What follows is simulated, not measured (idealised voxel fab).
Process module name: voxel capacitor over wiring
Cross-sectional view cut (width: 285 nm; square cell size: 5 nm).
A cross-section in this document is a grid of square cells, and it is written down as bands, the top band listed before the ones below it; a band is made up of one or more rows of cells.
In this notation a band is specified by the heights of its top and bottom, in that order and in nm, after which its materials appear from left to right, each paired with its width in nm. The word "everywhere" attached to a single material means that material fills the band from edge to edge; the word "air" stands for empty space.
Note: height 0 marks the level under which the wafer is uniformly one material as received. Lowest band unbounded below, written "from 0 down".
Graded width ("30->40"): value in top row of band = first number; value in bottom row = second number; row-to-row change constant.
Where a step carries "nothing was modified", the cross-section came out of it unchanged, cell for cell.
Look at "Fully sealed voids" for the closed voids: empty spaces with no open path to the top, sized 8 cells or up. Each is width x height at distance, distance from the left edge, all nm.
Formally, on a step line, whatever follows the settings is a remark that the simulator itself makes on the step.
For masked steps, "overlay nm" on the step line gives how far right of plan the mask actually lay; a minus sign means it lay to the left.
Pairs, read this way: before one process step on the one hand, after it on the other, the after cross-section ending at the lowest band that changed; the step between, settings included, beneath. Same starting wafer throughout, but possibly different runs of this module, so no pair continues from the pair above unless its entry headed "Before this step" says so.
[Before this step]
- from 0 down  Si everywhere
- Fully sealed voids: none
[Result of Step]
- from 15 to 0  SiO2 everywhere
- No changes below 0.
- Fully sealed voids: none
For reference, the processing step occurring between the two cross-sections presented above is as follows: CONFORMAL_DEP, material SiO2, thk nm 15
Before this step: The initial state for this step is given by the after cross-section of the immediately preceding pair.
[Result of Step]
- from 20 to 15  SiCN everywhere
- No changes below 15.
- Fully sealed voids: none
For reference, the processing step occurring between the two cross-sections presented above is as follows: CONFORMAL_DEP, material SiCN, thk nm 5
Before this step: The initial state for this step is given by the after cross-section of the immediately preceding pair.
[Result of Step]
- from 40 to 20  SiO2 everywhere
- No changes below 20.
- Fully sealed voids: none
For reference, the processing step occurring between the two cross-sections presented above is as follows: DIRECTIONAL_DEP, material SiO2, thk nm 20
Before this step: The initial state for this step is given by the after cross-section of the immediately preceding pair.
[Result of Step]
- from 50 to 40  aC everywhere
- No changes below 40.
- Fully sealed voids: none
For reference, the processing step occurring between the two cross-sections presented above is as follows: DIRECTIONAL_DEP, material aC, thk nm 10
Before this step: The initial state for this step is given by the after cross-section of the immediately preceding pair.
[Result of Step]
- from 80 to 50  resist: 95 | air: 20 | resist: 55 | air: 20 | resist: 95
- No changes below 50.
- Fully sealed voids: none
For reference, the processing step occurring between the two cross-sections presented above is as follows: PATTERN, tone open, mask id METAL_1, material resist, width nm 20, pitch nm 75, thk nm 30, overlay nm 0
Before this step: The initial state for this step is given by the after cross-section of the immediately preceding pair.
[Result of Step]
- from 70 to 50  resist: 95 | air: 20 | resist: 55 | air: 20 | resist: 95
- from 50 to 40  aC: 95 | air: 20 | aC: 55 | air: 20 | aC: 95
- No changes below 40.
- Fully sealed voids: none
For reference, the processing step occurring between the two cross-sections presented above is as follows: DIRECTIONAL_ETCH, etch materials aC, depth nm 10
Before this step: The initial state for this step is given by the after cross-section of the immediately preceding pair.
[Result of Step]
- from 50 to 40  aC: 95 | air: 20 | aC: 55 | air: 20 | aC: 95
- No changes below 40.
- Fully sealed voids: none
For reference, the processing step occurring between the two cross-sections presented above is as follows: STRIP, etch materials resist
Before this step: The initial state for this step is given by the after cross-section of the immediately preceding pair.
[Result of Step]
- from 50 to 40  aC: 95 | air: 20 | aC: 55 | air: 20 | aC: 95
- from 40 to 20  SiO2: 95 | air: 20 | SiO2: 55 | air: 20 | SiO2: 95
- No changes below 20.
- Fully sealed voids: none
For reference, the processing step occurring between the two cross-sections presented above is as follows: DIRECTIONAL_ETCH, etch materials SiO2, depth nm 20
Before this step: The initial state for this step is given by the after cross-section of the immediately preceding pair.
[Result of Step]
- from 50 to 40  aC: 95 | air: 20 | aC: 55 | air: 20 | aC: 95
- from 40 to 20  SiO2: 95 | air: 20 | SiO2: 55 | air: 20 | SiO2: 95
- from 20 to 15  SiCN: 95 | air: 20 | SiCN: 55 | air: 20 | SiCN: 95
- No changes below 15.
- Fully sealed voids: none
For reference, the processing step occurring between the two cross-sections presented above is as follows: DIRECTIONAL_ETCH, etch materials SiCN, depth nm 5
Before this step: The initial state for this step is given by the after cross-section of the immediately preceding pair.
[Result of Step]
- from 40 to 20  SiO2: 95 | air: 20 | SiO2: 55 | air: 20 | SiO2: 95
- No changes below 20.
- Fully sealed voids: none
For reference, the processing step occurring between the two cross-sections presented above is as follows: STRIP, etch materials aC
Before this step: The initial state for this step is given by the after cross-section of the immediately preceding pair.
[Result of Step]
- from 45 to 40  TiN: 100 | air: 10 | TiN: 65 | air: 10 | TiN: 100
- from 40 to 20  SiO2: 95 | TiN: 5 | air: 10 | TiN: 5 | SiO2: 55 | TiN: 5 | air: 10 | TiN: 5 | SiO2: 95
- from 20 to 15  SiCN: 95 | TiN: 20 | SiCN: 55 | TiN: 20 | SiCN: 95
- No changes below 15.
- Fully sealed voids: none
For reference, the processing step occurring between the two cross-sections presented above is as follows: CONFORMAL_DEP, material TiN, thk nm 5
Before this step: The initial state for this step is given by the after cross-section of the immediately preceding pair.
[Result of Step]
- from 55 to 45  Cu everywhere
- from 45 to 40  TiN: 100 | Cu: 10 | TiN: 65 | Cu: 10 | TiN: 100
- from 40 to 20  SiO2: 95 | TiN: 5 | Cu: 10 | TiN: 5 | SiO2: 55 | TiN: 5 | Cu: 10 | TiN: 5 | SiO2: 95
- No changes below 20.
- Fully sealed voids: none
For reference, the processing step occurring between the two cross-sections presented above is as follows: FILL_DEP, material Cu, thk nm 10
Before this step: The initial state for this step is given by the after cross-section of the immediately preceding pair.
[Result of Step]
- from 40 to 20  SiO2: 95 | TiN: 5 | Cu: 10 | TiN: 5 | SiO2: 55 | TiN: 5 | Cu: 10 | TiN: 5 | SiO2: 95
- No changes below 20.
- Fully sealed voids: none
For reference, the processing step occurring between the two cross-sections presented above is as follows: CMP, height nm 40
Before this step: The initial state for this step is given by the after cross-section of the immediately preceding pair.
[Result of Step]
- from 45 to 40  air: 90 | Ru: 30 | air: 45 | Ru: 30 | air: 90
- No changes below 40.
- Fully sealed voids: none
For reference, the processing step occurring between the two cross-sections presented above is as follows: EPI, material Ru, thk nm 5
Before this step: The initial state for this step is given by the after cross-section of the immediately preceding pair.
[Result of Step]
- from 50 to 45  SiCN everywhere
- from 45 to 40  SiCN: 90 | Ru: 30 | SiCN: 45 | Ru: 30 | SiCN: 90
- No changes below 40.
- Fully sealed voids: none
For reference, the processing step occurring between the two cross-sections presented above is as follows: FILL_DEP, material SiCN, thk nm 5
Before this step: The initial state for this step is given by the after cross-section of the immediately preceding pair.
[Result of Step]
- from 60 to 50  lowk everywhere
- No changes below 50.
- Fully sealed voids: none
For reference, the processing step occurring between the two cross-sections presented above is as follows: DIRECTIONAL_DEP, material lowk, thk nm 10
Before this step: The initial state for this step is given by the after cross-section of the immediately preceding pair.
[Result of Step]
- from 75 to 60  resist: 100 | air: 15 | resist: 170
- No changes below 60.
- Fully sealed voids: none
For reference, the processing step occurring between the two cross-sections presented above is as follows: PATTERN, tone open, mask id PLUG_1, material resist, width nm 15, thk nm 15, overlay nm 0
Before this step: The initial state for this step is given by the after cross-section of the immediately preceding pair.
[Result of Step]
- from 75 to 60  resist: 100 | air: 15 | resist: 170
- from 60 to 50  lowk: 100 | air: 15 | lowk: 170
- No changes below 50.
- Fully sealed voids: none
For reference, the processing step occurring between the two cross-sections presented above is as follows: DIRECTIONAL_ETCH, etch materials lowk, depth nm 10
Before this step: The initial state for this step is given by the after cross-section of the immediately preceding pair.
[Result of Step]
- from 75 to 60  resist: 100 | air: 15 | resist: 170
- from 60 to 50  lowk: 100 | air: 15 | lowk: 170
- from 50 to 45  SiCN: 100 | air: 15 | SiCN: 170
- No changes below 45.
- Fully sealed voids: none
For reference, the processing step occurring between the two cross-sections presented above is as follows: DIRECTIONAL_ETCH, etch materials SiCN, depth nm 5
Before this step: The initial state for this step is given by the after cross-section of the immediately preceding pair.
[Result of Step]
- from 60 to 50  lowk: 100 | air: 15 | lowk: 170
- No changes below 50.
- Fully sealed voids: none
For reference, the processing step occurring between the two cross-sections presented above is as follows: STRIP, etch materials resist
Before this step: The initial state for this step is given by the after cross-section of the immediately preceding pair.
[Result of Step]
- from 65 to 60  TiN: 105 | air: 5 | TiN: 175
- from 60 to 50  lowk: 100 | TiN: 5 | air: 5 | TiN: 5 | lowk: 170
- from 50 to 45  SiCN: 100 | TiN: 15 | SiCN: 170
- No changes below 45.
- Fully sealed voids: none
For reference, the processing step occurring between the two cross-sections presented above is as follows: CONFORMAL_DEP, material TiN, thk nm 5
Before this step: The initial state for this step is given by the after cross-section of the immediately preceding pair.
[Result of Step]
- from 70 to 65  W everywhere
- from 65 to 60  TiN: 105 | W: 5 | TiN: 175
- from 60 to 50  lowk: 100 | TiN: 5 | W: 5 | TiN: 5 | lowk: 170
- No changes below 50.
- Fully sealed voids: none
For reference, the processing step occurring between the two cross-sections presented above is as follows: FILL_DEP, material W, thk nm 5
Before this step: The initial state for this step is given by the after cross-section of the immediately preceding pair.
[Result of Step]
- from 60 to 50  lowk: 100 | TiN: 5 | W: 5 | TiN: 5 | lowk: 170
- No changes below 50.
- Fully sealed voids: none
For reference, the processing step occurring between the two cross-sections presented above is as follows: CMP, height nm 60
Before this step: The initial state for this step is given by the after cross-section of the immediately preceding pair.
[Result of Step]
- from 65 to 60  TiN everywhere
- No changes below 60.
- Fully sealed voids: none
For reference, the processing step occurring between the two cross-sections presented above is as follows: DIRECTIONAL_DEP, material TiN, thk nm 5
Before this step: The initial state for this step is given by the after cross-section of the immediately preceding pair.
[Result of Step]
- from 70 to 65  HfO2 everywhere
- No changes below 65.
- Fully sealed voids: none
For reference, the processing step occurring between the two cross-sections presented above is as follows: DIRECTIONAL_DEP, material HfO2, thk nm 5
Before this step: The initial state for this step is given by the after cross-section of the immediately preceding pair.
[Result of Step]
- from 75 to 70  TiN everywhere
- No changes below 70.
- Fully sealed voids: none
For reference, the processing step occurring between the two cross-sections presented above is as follows: DIRECTIONAL_DEP, material TiN, thk nm 5
Before this step: The initial state for this step is given by the after cross-section of the immediately preceding pair.
[Result of Step]
- from 90 to 75  air: 100 | resist: 60 | air: 125
- No changes below 75.
- Fully sealed voids: none
For reference, the processing step occurring between the two cross-sections presented above is as follows: PATTERN, tone cover, mask id UPPER_PLATE, material resist, width nm 60, thk nm 15, overlay nm 0
Before this step: The initial state for this step is given by the after cross-section of the immediately preceding pair.
[Result of Step]
- from 90 to 75  air: 100 | resist: 60 | air: 125
- from 75 to 70  air: 100 | TiN: 60 | air: 125
- No changes below 70.
- Fully sealed voids: none
For reference, the processing step occurring between the two cross-sections presented above is as follows: DIRECTIONAL_ETCH, etch materials TiN, depth nm 5
Before this step: The initial state for this step is given by the after cross-section of the immediately preceding pair.
[Result of Step]
- from 90 to 75  air: 100 | resist: 60 | air: 125
- from 75 to 70  air: 100 | TiN: 60 | air: 125
- from 70 to 65  air: 100 | HfO2: 60 | air: 125
- No changes below 65.
- Fully sealed voids: none
For reference, the processing step occurring between the two cross-sections presented above is as follows: DIRECTIONAL_ETCH, etch materials HfO2, depth nm 5
Before this step: The initial state for this step is given by the after cross-section of the immediately preceding pair.
[Result of Step]
- from 75 to 70  air: 100 | TiN: 60 | air: 125
- No changes below 70.
- Fully sealed voids: none
For reference, the processing step occurring between the two cross-sections presented above is as follows: STRIP, etch materials resist
Before this step: The initial state for this step is given by the after cross-section of the immediately preceding pair.
[Result of Step]
- from 75 to 70  air: 100 | TiN: 60 | air: 125
- from 70 to 65  air: 100 | HfO2: 60 | air: 125
- from 65 to 60  air: 95 | TiN: 70 | air: 120
- No changes below 60.
- Fully sealed voids: none
For reference, the processing step occurring between the two cross-sections presented above is as follows: MASKED_ETCH, tone cover, mask id LOWER_PLATE, width nm 70, etch materials TiN, depth nm 5, overlay nm 0
Before this step: The initial state for this step is given by the after cross-section of the immediately preceding pair.
[Result of Step]
- from 95 to 75  SiO2 everywhere
- from 75 to 70  SiO2: 100 | TiN: 60 | SiO2: 125
- from 70 to 65  SiO2: 100 | HfO2: 60 | SiO2: 125
- from 65 to 60  SiO2: 95 | TiN: 70 | SiO2: 120
- No changes below 60.
- Fully sealed voids: none
For reference, the processing step occurring between the two cross-sections presented above is as follows: FILL_DEP, material SiO2, thk nm 20
Before this step: The initial state for this step is given by the after cross-section of the immediately preceding pair.
[Result of Step]
- from 90 to 75  SiO2 everywhere
- No changes below 75.
- Fully sealed voids: none
For reference, the processing step occurring between the two cross-sections presented above is as follows: CMP, height nm 90
Before this step: The initial state for this step is given by the after cross-section of the immediately preceding pair.
[Result of Step]
- from 100 to 90  aC everywhere
- No changes below 90.
- Fully sealed voids: none
For reference, the processing step occurring between the two cross-sections presented above is as follows: DIRECTIONAL_DEP, material aC, thk nm 10
Before this step: The initial state for this step is given by the after cross-section of the immediately preceding pair.
[Result of Step]
- from 130 to 100  resist: 110 | air: 15 | resist: 160
- No changes below 100.
- Fully sealed voids: none
For reference, the processing step occurring between the two cross-sections presented above is as follows: PATTERN, tone open, mask id PLUG_2, material resist, width nm 15, thk nm 30, overlay nm 0
Before this step: The initial state for this step is given by the after cross-section of the immediately preceding pair.
[Result of Step]
- from 120 to 100  resist: 110 | air: 15 | resist: 160
- from 100 to 90  aC: 110 | air: 15 | aC: 160
- No changes below 90.
- Fully sealed voids: none
For reference, the processing step occurring between the two cross-sections presented above is as follows: DIRECTIONAL_ETCH, etch materials aC, depth nm 10
Before this step: The initial state for this step is given by the after cross-section of the immediately preceding pair.
[Result of Step]
- from 100 to 90  aC: 110 | air: 15 | aC: 160
- No changes below 90.
- Fully sealed voids: none
For reference, the processing step occurring between the two cross-sections presented above is as follows: STRIP, etch materials resist
Before this step: The initial state for this step is given by the after cross-section of the immediately preceding pair.
[Result of Step]
- from 100 to 90  aC: 110 | air: 15 | aC: 160
- from 90 to 75  SiO2: 110 | air: 15 | SiO2: 160
- No changes below 75.
- Fully sealed voids: none
For reference, the processing step occurring between the two cross-sections presented above is as follows: DIRECTIONAL_ETCH, etch materials SiO2, depth nm 15
Before this step: The initial state for this step is given by the after cross-section of the immediately preceding pair.
[Result of Step]
- from 90 to 75  SiO2: 110 | air: 15 | SiO2: 160
- No changes below 75.
- Fully sealed voids: none
For reference, the processing step occurring between the two cross-sections presented above is as follows: STRIP, etch materials aC
Before this step: The initial state for this step is given by the after cross-section of the immediately preceding pair.
[Result of Step]
- from 95 to 90  TiN: 115 | air: 5 | TiN: 165
- from 90 to 80  SiO2: 110 | TiN: 5 | air: 5 | TiN: 5 | SiO2: 160
- from 80 to 70  SiO2: 110->100 | TiN: 15->60 | SiO2: 160->125
- No changes below 70.
- Fully sealed voids: none
For reference, the processing step occurring between the two cross-sections presented above is as follows: CONFORMAL_DEP, material TiN, thk nm 5
Before this step: The initial state for this step is given by the after cross-section of the immediately preceding pair.
[Result of Step]
- from 100 to 95  W everywhere
- from 95 to 90  TiN: 115 | W: 5 | TiN: 165
- from 90 to 80  SiO2: 110 | TiN: 5 | W: 5 | TiN: 5 | SiO2: 160
- No changes below 80.
- Fully sealed voids: none
For reference, the processing step occurring between the two cross-sections presented above is as follows: FILL_DEP, material W, thk nm 5
Before this step: The initial state for this step is given by the after cross-section of the immediately preceding pair.
[Result of Step]
- from 90 to 80  SiO2: 110 | TiN: 5 | W: 5 | TiN: 5 | SiO2: 160
- No changes below 80.
- Fully sealed voids: none
For reference, the processing step occurring between the two cross-sections presented above is as follows: CMP, height nm 90
Before this step: The initial state for this step is given by the after cross-section of the immediately preceding pair.
[Result of Step]
- from 95 to 90  SiN everywhere
- No changes below 90.
- Fully sealed voids: none
For reference, the processing step occurring between the two cross-sections presented above is as follows: CONFORMAL_DEP, material SiN, thk nm 5
[Before this step]
- from 55 to 45  Cu everywhere
- from 45 to 40  TiN: 100 | Cu: 10 | TiN: 65 | Cu: 10 | TiN: 100
- from 40 to 20  SiO2: 95 | TiN: 5 | Cu: 10 | TiN: 5 | SiO2: 55 | TiN: 5 | Cu: 10 | TiN: 5 | SiO2: 95
- from 20 to 15  SiCN: 95 | TiN: 20 | SiCN: 55 | TiN: 20 | SiCN: 95
- from 15 to 0  SiO2 everywhere
- from 0 down  Si everywhere
- Fully sealed voids: none
[Result of Step]
- from 60 to 55  Ru everywhere
- No changes below 55.
- Fully sealed voids: none
For reference, the processing step occurring between the two cross-sections presented above is as follows: EPI, material Ru, thk nm 5
Before this step: The initial state for this step is given by the after cross-section of the immediately preceding pair.
[Result of Step]
- from 65 to 60  SiCN everywhere
- No changes below 60.
- Fully sealed voids: none
For reference, the processing step occurring between the two cross-sections presented above is as follows: FILL_DEP, material SiCN, thk nm 5
Before this step: The initial state for this step is given by the after cross-section of the immediately preceding pair.
[Result of Step]
- from 75 to 65  lowk everywhere
- No changes below 65.
- Fully sealed voids: none
For reference, the processing step occurring between the two cross-sections presented above is as follows: DIRECTIONAL_DEP, material lowk, thk nm 10
Before this step: The initial state for this step is given by the after cross-section of the immediately preceding pair.
[Result of Step]
- from 90 to 75  resist: 100 | air: 15 | resist: 170
- No changes below 75.
- Fully sealed voids: none
For reference, the processing step occurring between the two cross-sections presented above is as follows: PATTERN, tone open, mask id PLUG_1, material resist, width nm 15, thk nm 15, overlay nm 0
Before this step: The initial state for this step is given by the after cross-section of the immediately preceding pair.
[Result of Step]
- from 90 to 75  resist: 100 | air: 15 | resist: 170
- from 75 to 65  lowk: 100 | air: 15 | lowk: 170
- No changes below 65.
- Fully sealed voids: none
For reference, the processing step occurring between the two cross-sections presented above is as follows: DIRECTIONAL_ETCH, etch materials lowk, depth nm 10
Before this step: The initial state for this step is given by the after cross-section of the immediately preceding pair.
[Result of Step]
- from 90 to 75  resist: 100 | air: 15 | resist: 170
- from 75 to 65  lowk: 100 | air: 15 | lowk: 170
- from 65 to 60  SiCN: 100 | air: 15 | SiCN: 170
- No changes below 60.
- Fully sealed voids: none
For reference, the processing step occurring between the two cross-sections presented above is as follows: DIRECTIONAL_ETCH, etch materials SiCN, depth nm 5
Before this step: The initial state for this step is given by the after cross-section of the immediately preceding pair.
[Result of Step]
- from 75 to 65  lowk: 100 | air: 15 | lowk: 170
- No changes below 65.
- Fully sealed voids: none
For reference, the processing step occurring between the two cross-sections presented above is as follows: STRIP, etch materials resist
Before this step: The initial state for this step is given by the after cross-section of the immediately preceding pair.
[Result of Step]
- from 80 to 75  TiN: 105 | air: 5 | TiN: 175
- from 75 to 65  lowk: 100 | TiN: 5 | air: 5 | TiN: 5 | lowk: 170
- from 65 to 60  SiCN: 100 | TiN: 15 | SiCN: 170
- No changes below 60.
- Fully sealed voids: none
For reference, the processing step occurring between the two cross-sections presented above is as follows: CONFORMAL_DEP, material TiN, thk nm 5
Before this step: The initial state for this step is given by the after cross-section of the immediately preceding pair.
[Result of Step]
- from 85 to 80  W everywhere
- from 80 to 75  TiN: 105 | W: 5 | TiN: 175
- from 75 to 65  lowk: 100 | TiN: 5 | W: 5 | TiN: 5 | lowk: 170
- No changes below 65.
- Fully sealed voids: none
For reference, the processing step occurring between the two cross-sections presented above is as follows: FILL_DEP, material W, thk nm 5
Before this step: The initial state for this step is given by the after cross-section of the immediately preceding pair.
[Result of Step]
- from 60 to 55  Ru everywhere
- No changes below 55.
- Fully sealed voids: none
For reference, the processing step occurring between the two cross-sections presented above is as follows: CMP, height nm 60
Before this step: The initial state for this step is given by the after cross-section of the immediately preceding pair.
[Result of Step]
- from 65 to 60  TiN everywhere
- No changes below 60.
- Fully sealed voids: none
For reference, the processing step occurring between the two cross-sections presented above is as follows: DIRECTIONAL_DEP, material TiN, thk nm 5
Before this step: The initial state for this step is given by the after cross-section of the immediately preceding pair.
[Result of Step]
- from 70 to 65  HfO2 everywhere
- No changes below 65.
- Fully sealed voids: none
For reference, the processing step occurring between the two cross-sections presented above is as follows: DIRECTIONAL_DEP, material HfO2, thk nm 5
Before this step: The initial state for this step is given by the after cross-section of the immediately preceding pair.
[Result of Step]
- from 75 to 70  TiN everywhere
- No changes below 70.
- Fully sealed voids: none
For reference, the processing step occurring between the two cross-sections presented above is as follows: DIRECTIONAL_DEP, material TiN, thk nm 5
Before this step: The initial state for this step is given by the after cross-section of the immediately preceding pair.
[Result of Step]
- from 90 to 75  air: 100 | resist: 60 | air: 125
- No changes below 75.
- Fully sealed voids: none
For reference, the processing step occurring between the two cross-sections presented above is as follows: PATTERN, tone cover, mask id UPPER_PLATE, material resist, width nm 60, thk nm 15, overlay nm 0
Before this step: The initial state for this step is given by the after cross-section of the immediately preceding pair.
[Result of Step]
- from 90 to 75  air: 100 | resist: 60 | air: 125
- from 75 to 70  air: 100 | TiN: 60 | air: 125
- No changes below 70.
- Fully sealed voids: none
For reference, the processing step occurring between the two cross-sections presented above is as follows: DIRECTIONAL_ETCH, etch materials TiN, depth nm 5
Before this step: The initial state for this step is given by the after cross-section of the immediately preceding pair.
[Result of Step]
- from 90 to 75  air: 100 | resist: 60 | air: 125
- from 75 to 70  air: 100 | TiN: 60 | air: 125
- from 70 to 65  air: 100 | HfO2: 60 | air: 125
- No changes below 65.
- Fully sealed voids: none
For reference, the processing step occurring between the two cross-sections presented above is as follows: DIRECTIONAL_ETCH, etch materials HfO2, depth nm 5
Before this step: The initial state for this step is given by the after cross-section of the immediately preceding pair.
[Result of Step]
- from 75 to 70  air: 100 | TiN: 60 | air: 125
- No changes below 70.
- Fully sealed voids: none
For reference, the processing step occurring between the two cross-sections presented above is as follows: STRIP, etch materials resist
Before this step: The initial state for this step is given by the after cross-section of the immediately preceding pair.
[Result of Step]
- from 75 to 70  air: 100 | TiN: 60 | air: 125
- from 70 to 65  air: 100 | HfO2: 60 | air: 125
- from 65 to 60  air: 95 | TiN: 70 | air: 120
- No changes below 60.
- Fully sealed voids: none
For reference, the processing step occurring between the two cross-sections presented above is as follows: MASKED_ETCH, tone cover, mask id LOWER_PLATE, width nm 70, etch materials TiN, depth nm 5, overlay nm 0
Before this step: The initial state for this step is given by the after cross-section of the immediately preceding pair.
[Result of Step]
- from 95 to 75  SiO2 everywhere
- from 75 to 70  SiO2: 100 | TiN: 60 | SiO2: 125
- from 70 to 65  SiO2: 100 | HfO2: 60 | SiO2: 125
- from 65 to 60  SiO2: 95 | TiN: 70 | SiO2: 120
- No changes below 60.
- Fully sealed voids: none
For reference, the processing step occurring between the two cross-sections presented above is as follows: FILL_DEP, material SiO2, thk nm 20
Before this step: The initial state for this step is given by the after cross-section of the immediately preceding pair.
[Result of Step]
- from 90 to 75  SiO2 everywhere
- No changes below 75.
- Fully sealed voids: none
For reference, the processing step occurring between the two cross-sections presented above is as follows: CMP, height nm 90
Before this step: The initial state for this step is given by the after cross-section of the immediately preceding pair.
[Result of Step]
- from 100 to 90  aC everywhere
- No changes below 90.
- Fully sealed voids: none
For reference, the processing step occurring between the two cross-sections presented above is as follows: DIRECTIONAL_DEP, material aC, thk nm 10
Before this step: The initial state for this step is given by the after cross-section of the immediately preceding pair.
[Result of Step]
- from 130 to 100  resist: 110 | air: 15 | resist: 160
- No changes below 100.
- Fully sealed voids: none
For reference, the processing step occurring between the two cross-sections presented above is as follows: PATTERN, tone open, mask id PLUG_2, material resist, width nm 15, thk nm 30, overlay nm 0
Before this step: The initial state for this step is given by the after cross-section of the immediately preceding pair.
[Result of Step]
- from 120 to 100  resist: 110 | air: 15 | resist: 160
- from 100 to 90  aC: 110 | air: 15 | aC: 160
- No changes below 90.
- Fully sealed voids: none
For reference, the processing step occurring between the two cross-sections presented above is as follows: DIRECTIONAL_ETCH, etch materials aC, depth nm 10
Before this step: The initial state for this step is given by the after cross-section of the immediately preceding pair.
[Result of Step]
- from 100 to 90  aC: 110 | air: 15 | aC: 160
- No changes below 90.
- Fully sealed voids: none
For reference, the processing step occurring between the two cross-sections presented above is as follows: STRIP, etch materials resist
Before this step: The initial state for this step is given by the after cross-section of the immediately preceding pair.
[Result of Step]
- from 100 to 90  aC: 110 | air: 15 | aC: 160
- from 90 to 75  SiO2: 110 | air: 15 | SiO2: 160
- No changes below 75.
- Fully sealed voids: none
For reference, the processing step occurring between the two cross-sections presented above is as follows: DIRECTIONAL_ETCH, etch materials SiO2, depth nm 15
Before this step: The initial state for this step is given by the after cross-section of the immediately preceding pair.
[Result of Step]
- from 90 to 75  SiO2: 110 | air: 15 | SiO2: 160
- No changes below 75.
- Fully sealed voids: none
For reference, the processing step occurring between the two cross-sections presented above is as follows: STRIP, etch materials aC
Before this step: The initial state for this step is given by the after cross-section of the immediately preceding pair.
[Result of Step]
- from 95 to 90  TiN: 115 | air: 5 | TiN: 165
- from 90 to 80  SiO2: 110 | TiN: 5 | air: 5 | TiN: 5 | SiO2: 160
- from 80 to 70  SiO2: 110->100 | TiN: 15->60 | SiO2: 160->125
- No changes below 70.
- Fully sealed voids: none
For reference, the processing step occurring between the two cross-sections presented above is as follows: CONFORMAL_DEP, material TiN, thk nm 5
Before this step: The initial state for this step is given by the after cross-section of the immediately preceding pair.
[Result of Step]
- from 100 to 95  W everywhere
- from 95 to 90  TiN: 115 | W: 5 | TiN: 165
- from 90 to 80  SiO2: 110 | TiN: 5 | W: 5 | TiN: 5 | SiO2: 160
- No changes below 80.
- Fully sealed voids: none
For reference, the processing step occurring between the two cross-sections presented above is as follows: FILL_DEP, material W, thk nm 5
Before this step: The initial state for this step is given by the after cross-section of the immediately preceding pair.
[Result of Step]
- from 90 to 80  SiO2: 110 | TiN: 5 | W: 5 | TiN: 5 | SiO2: 160
- No changes below 80.
- Fully sealed voids: none
For reference, the processing step occurring between the two cross-sections presented above is as follows: CMP, height nm 90
Before this step: The initial state for this step is given by the after cross-section of the immediately preceding pair.
[Result of Step]
- from 95 to 90  SiN everywhere
- No changes below 90.
- Fully sealed voids: none
For reference, the processing step occurring between the two cross-sections presented above is as follows: CONFORMAL_DEP, material SiN, thk nm 5
[Before this step]
- from 15 to 0  SiO2 everywhere
- from 0 down  Si everywhere
- Fully sealed voids: none
[Result of Step]
- from 30 to 0  SiO2 everywhere
- No changes below 0.
- Fully sealed voids: none
For reference, the processing step occurring between the two cross-sections presented above is as follows: CONFORMAL_DEP, material SiO2, thk nm 15
Before this step: The initial state for this step is given by the after cross-section of the immediately preceding pair.
[Result of Step]
- from 35 to 30  SiCN everywhere
- No changes below 30.
- Fully sealed voids: none
For reference, the processing step occurring between the two cross-sections presented above is as follows: CONFORMAL_DEP, material SiCN, thk nm 5
Before this step: The initial state for this step is given by the after cross-section of the immediately preceding pair.
[Result of Step]
- from 55 to 35  SiO2 everywhere
- No changes below 35.
- Fully sealed voids: none
For reference, the processing step occurring between the two cross-sections presented above is as follows: DIRECTIONAL_DEP, material SiO2, thk nm 20
Before this step: The initial state for this step is given by the after cross-section of the immediately preceding pair.
[Result of Step]
- from 65 to 55  aC everywhere
- No changes below 55.
- Fully sealed voids: none
For reference, the processing step occurring between the two cross-sections presented above is as follows: DIRECTIONAL_DEP, material aC, thk nm 10
Before this step: The initial state for this step is given by the after cross-section of the immediately preceding pair.
[Result of Step]
- from 95 to 65  resist: 95 | air: 20 | resist: 55 | air: 20 | resist: 95
- No changes below 65.
- Fully sealed voids: none
For reference, the processing step occurring between the two cross-sections presented above is as follows: PATTERN, tone open, mask id METAL_1, material resist, width nm 20, pitch nm 75, thk nm 30, overlay nm 0
Before this step: The initial state for this step is given by the after cross-section of the immediately preceding pair.
[Result of Step]
- from 85 to 65  resist: 95 | air: 20 | resist: 55 | air: 20 | resist: 95
- from 65 to 55  aC: 95 | air: 20 | aC: 55 | air: 20 | aC: 95
- No changes below 55.
- Fully sealed voids: none
For reference, the processing step occurring between the two cross-sections presented above is as follows: DIRECTIONAL_ETCH, etch materials aC, depth nm 10
Before this step: The initial state for this step is given by the after cross-section of the immediately preceding pair.
[Result of Step]
- from 65 to 55  aC: 95 | air: 20 | aC: 55 | air: 20 | aC: 95
- No changes below 55.
- Fully sealed voids: none
For reference, the processing step occurring between the two cross-sections presented above is as follows: STRIP, etch materials resist
Before this step: The initial state for this step is given by the after cross-section of the immediately preceding pair.
[Result of Step]
- from 65 to 55  aC: 95 | air: 20 | aC: 55 | air: 20 | aC: 95
- from 55 to 35  SiO2: 95 | air: 20 | SiO2: 55 | air: 20 | SiO2: 95
- No changes below 35.
- Fully sealed voids: none
For reference, the processing step occurring between the two cross-sections presented above is as follows: DIRECTIONAL_ETCH, etch materials SiO2, depth nm 20
Before this step: The initial state for this step is given by the after cross-section of the immediately preceding pair.
[Result of Step]
- from 65 to 55  aC: 95 | air: 20 | aC: 55 | air: 20 | aC: 95
- from 55 to 35  SiO2: 95 | air: 20 | SiO2: 55 | air: 20 | SiO2: 95
- from 35 to 30  SiCN: 95 | air: 20 | SiCN: 55 | air: 20 | SiCN: 95
- No changes below 30.
- Fully sealed voids: none
For reference, the processing step occurring between the two cross-sections presented above is as follows: DIRECTIONAL_ETCH, etch materials SiCN, depth nm 5
Before this step: The initial state for this step is given by the after cross-section of the immediately preceding pair.
[Result of Step]
- from 55 to 35  SiO2: 95 | air: 20 | SiO2: 55 | air: 20 | SiO2: 95
- No changes below 35.
- Fully sealed voids: none
For reference, the processing step occurring between the two cross-sections presented above is as follows: STRIP, etch materials aC
Before this step: The initial state for this step is given by the after cross-section of the immediately preceding pair.
[Result of Step]
- from 60 to 55  TiN: 100 | air: 10 | TiN: 65 | air: 10 | TiN: 100
- from 55 to 35  SiO2: 95 | TiN: 5 | air: 10 | TiN: 5 | SiO2: 55 | TiN: 5 | air: 10 | TiN: 5 | SiO2: 95
- from 35 to 30  SiCN: 95 | TiN: 20 | SiCN: 55 | TiN: 20 | SiCN: 95
- No changes below 30.
- Fully sealed voids: none
For reference, the processing step occurring between the two cross-sections presented above is as follows: CONFORMAL_DEP, material TiN, thk nm 5
Before this step: The initial state for this step is given by the after cross-section of the immediately preceding pair.
[Result of Step]
- from 70 to 60  Cu everywhere
- from 60 to 55  TiN: 100 | Cu: 10 | TiN: 65 | Cu: 10 | TiN: 100
- from 55 to 35  SiO2: 95 | TiN: 5 | Cu: 10 | TiN: 5 | SiO2: 55 | TiN: 5 | Cu: 10 | TiN: 5 | SiO2: 95
- No changes below 35.
- Fully sealed voids: none
For reference, the processing step occurring between the two cross-sections presented above is as follows: FILL_DEP, material Cu, thk nm 10
